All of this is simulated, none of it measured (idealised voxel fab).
Process module under the name voxel capacitor over wiring
It is cross-section cut that appears here, measuring 165 nm in width, its square cells being 5 nm in size.
The cross-sections in this document take the form of a grid made of square cells. They are written out as bands, in order from top to bottom. Each band consists of one or more rows of cells.
A band entry consists of two parts. The first gives the height of the band's top and the height of its bottom, in nm. The rest lists the band's materials from left to right, each with its width in nm. A single material labelled with the word "edge to edge" fills the band from edge to edge, and the word "blank" marks empty space.
Basically, 0 is our baseline, since under it the wafer straight out of the box is all one material. The bottom band has no lower end and keeps on going down, so it looks like "0 down".
The two numbers in a width such as "30->40" mark its ends across the band: the first belongs to the top row of cells, the second to the bottom row, and from each row to the next the width moves by the same amount.
A step reported as "nothing got changed" is a step in which no cell of the cross-section changed.
Any empty space of 8 cells or more lacking an open way to the top shows up in "Enclosed internal cavities" as width x height at distance, distance from the left edge, in nm.
On a step's line, text after the settings is the simulator commenting on that step.
A step line may carry the setting "overlay nm", which, for steps involving a mask, states the distance by which the mask lay to the right of its intended position; negative values denote displacement to the left.
Below is the list of planned process steps:
- 1: RECEIVE | material Si
- 2: CONFORMAL_DEP | material SiO2 | thk nm 10
- 3: DIRECTIONAL_DEP | material TiN | thk nm 5
- 4: DIRECTIONAL_DEP | material W | thk nm 15
- 5: MASKED_ETCH | tone cover | mask id METAL_1 | width nm 25 | pitch nm 75 | etch materials W | depth nm 15 | overlay nm 0
- 6: MASKED_ETCH | tone cover | mask id METAL_1 | width nm 25 | pitch nm 75 | etch materials TiN | depth nm 5 | overlay nm 0
- 7: FILL_DEP | material lowk | thk nm 5
- 8: CMP | height nm 30
- 9: CONFORMAL_DEP | material SiCN | thk nm 5
- 10: DIRECTIONAL_DEP | material lowk | thk nm 20
- 11: PATTERN | tone open | mask id PLUG_1 | material resist | width nm 15 | thk nm 15 | overlay nm 0
- 12: DIRECTIONAL_ETCH | etch materials lowk | depth nm 20
- 13: DIRECTIONAL_ETCH | etch materials SiCN | depth nm 5
- 14: STRIP | etch materials resist
- 15: EPI | material Ru | thk nm 10
- 16: EPI | material Ru | thk nm 10
- 17: EPI | material Ru | thk nm 5
- 18: DIRECTIONAL_DEP | material TiN | thk nm 5
- 19: DIRECTIONAL_DEP | material HfO2 | thk nm 5
- 20: DIRECTIONAL_DEP | material TiN | thk nm 5
- 21: PATTERN | tone cover | mask id UPPER_PLATE | material resist | width nm 55 | thk nm 15 | overlay nm 0
- 22: DIRECTIONAL_ETCH | etch materials TiN | depth nm 5
- 23: DIRECTIONAL_ETCH | etch materials HfO2 | depth nm 5
- 24: STRIP | etch materials resist
- 25: PATTERN | tone cover | mask id LOWER_PLATE | material resist | width nm 65 | thk nm 15 | overlay nm 0
- 26: DIRECTIONAL_ETCH | etch materials TiN | depth nm 5
- 27: STRIP | etch materials resist
- 28: FILL_DEP | material SiO2 | thk nm 15
- 29: CMP | height nm 80
- 30: PATTERN | tone open | mask id PLUG_2 | material resist | width nm 15 | thk nm 15 | overlay nm 0
- 31: DIRECTIONAL_ETCH | etch materials SiO2 | depth nm 10
- 32: STRIP | etch materials resist
- 33: CONFORMAL_DEP | material TiN | thk nm 5
- 34: FILL_DEP | material Ru | thk nm 5
- 35: CMP | height nm 80
- 36: CONFORMAL_DEP | material SiCN | thk nm 5
Incoming wafer, cross-sectional view, post step 1:
0 down  Si edge to edge
Enclosed internal cavities: none
End-of-module cross-section of the first of two wafers, processed as planned:
85 to 80  SiCN edge to edge
80 to 75  SiO2: 50 / TiN: 5 / Ru: 5 / TiN: 5 / SiO2: 100
75 to 65  SiO2: 50->40 / TiN: 15->55 / SiO2: 100->70
65 to 60  SiO2: 40 / HfO2: 55 / SiO2: 70
60 to 55  SiO2: 35 / TiN: 65 / SiO2: 65
55 to 35  lowk: 40 / Ru: 15 / lowk: 110
35 to 30  SiCN: 40 / Ru: 15 / SiCN: 110
30 to 15  lowk: 30 / W: 25 / lowk: 50 / W: 25 / lowk: 35
15 to 10  lowk: 30 / TiN: 25 / lowk: 50 / TiN: 25 / lowk: 35
10 to 0  SiO2 edge to edge
0 down  Si edge to edge
Enclosed internal cavities: none
Wafer two (of two), end-of-module cross-section: start = wafer one, plan = wafer one, one run mistake:
85 to 80  SiCN edge to edge
80 to 75  SiO2: 50 / TiN: 5 / Ru: 5 / TiN: 5 / SiO2: 100
75 to 65  SiO2: 50->40 / TiN: 15->20 / SiO2: 100->105
65 to 60  SiO2: 40 / HfO2: 20 / TiN: 35 / SiO2: 70
60 to 55  SiO2: 35 / TiN: 25 / HfO2: 35 / SiO2: 70
55 to 50  SiO2: 35 / Ru: 25 / TiN: 40 / SiO2: 65
50 to 35  lowk: 40 / Ru: 15 / lowk: 110
35 to 30  SiCN: 40 / Ru: 15 / SiCN: 110
30 to 15  lowk: 30 / W: 25 / lowk: 50 / W: 25 / lowk: 35
15 to 10  lowk: 30 / TiN: 25 / lowk: 50 / TiN: 25 / lowk: 35
10 to 0  SiO2 edge to edge
0 down  Si edge to edge
Enclosed internal cavities: none
Where did the run depart from the plan? step 10 was processed under conditions differing from the plan, specifically as DIRECTIONAL_DEP | material lowk | thk nm 15
Looking at both finished wafers in cells, the second ends up ahead of or behind the first on some materials: +2 Ru | +28 SiO2 | -30 lowk
